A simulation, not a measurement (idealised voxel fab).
Process module, titled voxel transistor to metal
Pictured: cross-section cut, 160 nm wide, on a grid of 5 nm square cells.
How to read a cross-section here: the picture is a grid of square cells, written as bands going from the top down, and any band can span one or more rows of cells. What a band's entry tells you: where the top is and where the bottom is, as heights in nm, and after that what lies inside, material by material from left to right, each with its width in nm. Empty space is written as the word "air", and a single material marked with the word "everywhere" occupies the band from edge to edge. For the purposes of this specification, 0 denotes the height below which the wafer in its as-received condition is composed wholly of one material, and the lowermost band, lacking a lower limit, extends downward without end, as expressed in "0..down". The two numbers in a width such as "30->40" mark its ends across the band: the first belongs to the top row of cells, the second to the bottom row, and from each row to the next the width moves by the same amount. "no alteration" for a step: no cell of the cross-section changed in that step. The label "Closed empty spaces" introduces a list of the empty spaces, 8 cells or larger, that have no open way up to the top; each entry in it reads width x height at distance, where the distance is taken from the left edge and all three are stated in nm. Where a step's line continues beyond its settings, the continuation is a remark by the simulator itself on that step. "overlay nm" answers the question of how far to the right of plan the mask lay on a step that has a mask, and when it is negative the answer is to the left.
The planned process steps are enumerated hereunder
1 RECEIVE | material Si
2 OXIDIZE | depth nm 5
3 CONFORMAL_DEP | material SiN | thk nm 10
4 PATTERN | tone cover | mask id ACTIVE | material resist | width nm 100 | thk nm 20 | overlay nm 0
5 DIRECTIONAL_ETCH | etch materials SiN | depth nm 10
6 DIRECTIONAL_ETCH | etch materials SiO2 | depth nm 5
7 DIRECTIONAL_ETCH | etch materials Si | depth nm 30
8 STRIP | etch materials resist
9 OXIDIZE | depth nm 5
10 FILL_DEP | material SiO2 | thk nm 5
11 CMP | height nm 10
12 SELECTIVE_ETCH | etch materials SiO2 | depth nm 5
13 STRIP | etch materials SiN
14 SELECTIVE_ETCH | etch materials SiO2 | depth nm 5
15 OXIDIZE | depth nm 5
16 DIRECTIONAL_DEP | material polySi | thk nm 25
17 DIRECTIONAL_DEP | material SiCN | thk nm 15
18 MASKED_ETCH | tone cover | mask id GATE | width nm 20 | etch materials SiCN | depth nm 25 | overlay nm 0
19 MASKED_ETCH | tone cover | mask id GATE | width nm 20 | etch materials polySi | depth nm 35 | overlay nm 0
20 CONFORMAL_DEP | material SiN | thk nm 5
21 DIRECTIONAL_ETCH | etch materials SiN | depth nm 5
22 DIRECTIONAL_ETCH | etch materials SiO2 | depth nm 5
23 EPI | material nSi | thk nm 5
24 FILL_DEP | material SiO2 | thk nm 5
25 CMP | height nm 35
26 DIRECTIONAL_DEP | material SiO2 | thk nm 15
27 PATTERN | tone open | mask id CONTACT | material resist | width nm 20 | pitch nm 70 | thk nm 20 | overlay nm 0
28 DIRECTIONAL_ETCH | etch materials SiO2 | depth nm 55
29 STRIP | etch materials resist
30 CONFORMAL_DEP | material TiN | thk nm 5
31 FILL_DEP | material W | thk nm 10
32 CMP | height nm 50
33 CONFORMAL_DEP | material SiN | thk nm 5
34 DIRECTIONAL_DEP | material lowk | thk nm 20
35 PATTERN | tone open | mask id METAL_1 | material resist | width nm 20 | pitch nm 70 | thk nm 15 | overlay nm 0
36 DIRECTIONAL_ETCH | etch materials lowk | depth nm 20
37 DIRECTIONAL_ETCH | etch materials SiN | depth nm 5
38 STRIP | etch materials resist
39 CONFORMAL_DEP | material TiN | thk nm 5
40 FILL_DEP | material Ru | thk nm 10
41 CMP | height nm 75
42 CONFORMAL_DEP | material SiCN | thk nm 5
43 DIRECTIONAL_DEP | material lowk | thk nm 25
44 DIRECTIONAL_DEP | material aC | thk nm 15
45 PATTERN | tone open | mask id METAL_2_HOLES | material resist | width nm 15 | pitch nm 70 | thk nm 35 | overlay nm 0
46 DIRECTIONAL_ETCH | etch materials aC | depth nm 15
47 STRIP | etch materials resist
48 DIRECTIONAL_ETCH | etch materials lowk | depth nm 25
49 STRIP | etch materials aC
50 PATTERN | tone open | mask id METAL_2 | material resist | width nm 15 | pitch nm 70 | thk nm 15 | overlay nm 0
51 DIRECTIONAL_ETCH | etch materials lowk | depth nm 15
52 DIRECTIONAL_ETCH | etch materials SiCN | depth nm 5
53 STRIP | etch materials resist
54 CONFORMAL_DEP | material TiN | thk nm 5
55 FILL_DEP | material Cu | thk nm 10
56 CMP | height nm 105
57 CONFORMAL_DEP | material SiCN | thk nm 5
All wafers enter the flow in the same state. The width nm at step 50 differs from wafer to wafer, and the plan gives the value for the first wafer.
Sectional view: first of several wafers, as received, after step 1
  0..down: Si everywhere
  Closed empty spaces: none
Here's the first of several wafers in cross-section, end of the module, after the last step, step 57
  110..105: SiCN everywhere
  105..95: lowk=35, TiN=5, Cu=10, TiN=5, lowk=50, TiN=5, Cu=10, TiN=5, lowk=35
  95..85: lowk=35, TiN=5, Cu=5, TiN=10->5, lowk=50->55, TiN=5, Cu=5, TiN=10->5, lowk=35->40
  85..80: lowk=35, TiN=15, lowk=55, TiN=15, lowk=40
  80..75: SiCN=40, TiN=10, SiCN=60, TiN=10, SiCN=40
  75..55: lowk=35, TiN=5, Ru=10, TiN=5, lowk=50, TiN=5, Ru=10, TiN=5, lowk=35
  55..50: SiN=35, TiN=20, SiN=50, TiN=20, SiN=35
  50..35: SiO2=35, TiN=5, W=10, TiN=5, SiO2=50, TiN=5, W=10, TiN=5, SiO2=35
  35..20: SiO2=35, TiN=5, W=10, TiN=5, SiO2=10, SiN=5, SiCN=20, SiN=5, SiO2=10, TiN=5, W=10, TiN=5, SiO2=35
  20..0: SiO2=35, TiN=5, W=10, TiN=5, SiO2=10, SiN=5, polySi=20, SiN=5, SiO2=10, TiN=5, W=10, TiN=5, SiO2=35
  0..-5: SiO2=25, SiN=5, SiO2=5, TiN=20, SiO2=10, SiN=5, polySi=20, SiN=5, SiO2=10, TiN=20, SiO2=5, SiN=5, SiO2=25
  -5..-10: SiO2=30, nSi=35, SiO2=30, nSi=35, SiO2=30
  -10..-40: SiO2=35, Si=90, SiO2=35
  -40..down: Si everywhere
  Closed empty spaces: none
End of module, last wafer sectioned
  110..105: SiCN everywhere
  105..95: lowk=30, TiN=5, Cu=25, TiN=5, lowk=35, TiN=5, Cu=25, TiN=5, lowk=25
  95..90: lowk=30, TiN=10, Cu=5, TiN=20, lowk=35, TiN=10, Cu=5, TiN=20, lowk=25
  90..80: lowk=35, TiN=5, Cu=5, TiN=5, lowk=55, TiN=5, Cu=5, TiN=5, lowk=40
  80..75: SiCN=35, TiN=15, SiCN=55, TiN=15, SiCN=40
  75..55: lowk=35, TiN=5, Ru=10, TiN=5, lowk=50, TiN=5, Ru=10, TiN=5, lowk=35
  55..50: SiN=35, TiN=20, SiN=50, TiN=20, SiN=35
  50..35: SiO2=35, TiN=5, W=10, TiN=5, SiO2=50, TiN=5, W=10, TiN=5, SiO2=35
  35..20: SiO2=35, TiN=5, W=10, TiN=5, SiO2=10, SiN=5, SiCN=20, SiN=5, SiO2=10, TiN=5, W=10, TiN=5, SiO2=35
  20..0: SiO2=35, TiN=5, W=10, TiN=5, SiO2=10, SiN=5, polySi=20, SiN=5, SiO2=10, TiN=5, W=10, TiN=5, SiO2=35
  0..-5: SiO2=25, SiN=5, SiO2=5, TiN=20, SiO2=10, SiN=5, polySi=20, SiN=5, SiO2=10, TiN=20, SiO2=5, SiN=5, SiO2=25
  -5..-10: SiO2=30, nSi=35, SiO2=30, nSi=35, SiO2=30
  -10..-40: SiO2=35, Si=90, SiO2=35
  -40..down: Si everywhere
  Closed empty spaces: none
Below is a per-wafer table. In it, each row describes the wafer at the end of the module by giving, for each material, the number of cells gained (+) or lost (-) since the wafer was received, and after that the closed voids of the wafer
width nm 15, +12 Cu, +16 Ru, -148 Si, +72 SiCN, +42 SiN, +316 SiO2, +100 TiN, +40 W, +220 lowk, +14 nSi, +20 polySi, Closed empty spaces: none
width nm 20, +14 Cu, +16 Ru, -148 Si, +70 SiCN, +42 SiN, +316 SiO2, +100 TiN, +40 W, +220 lowk, +14 nSi, +20 polySi, Closed empty spaces: none
width nm 25, +18 Cu, +16 Ru, -148 Si, +70 SiCN, +42 SiN, +316 SiO2, +102 TiN, +40 W, +214 lowk, +14 nSi, +20 polySi, Closed empty spaces: none
width nm 30, +22 Cu, +16 Ru, -148 Si, +70 SiCN, +42 SiN, +316 SiO2, +104 TiN, +40 W, +208 lowk, +14 nSi, +20 polySi, Closed empty spaces: none
width nm 35, +26 Cu, +16 Ru, -148 Si, +70 SiCN, +42 SiN, +316 SiO2, +106 TiN, +40 W, +202 lowk, +14 nSi, +20 polySi, Closed empty spaces: none
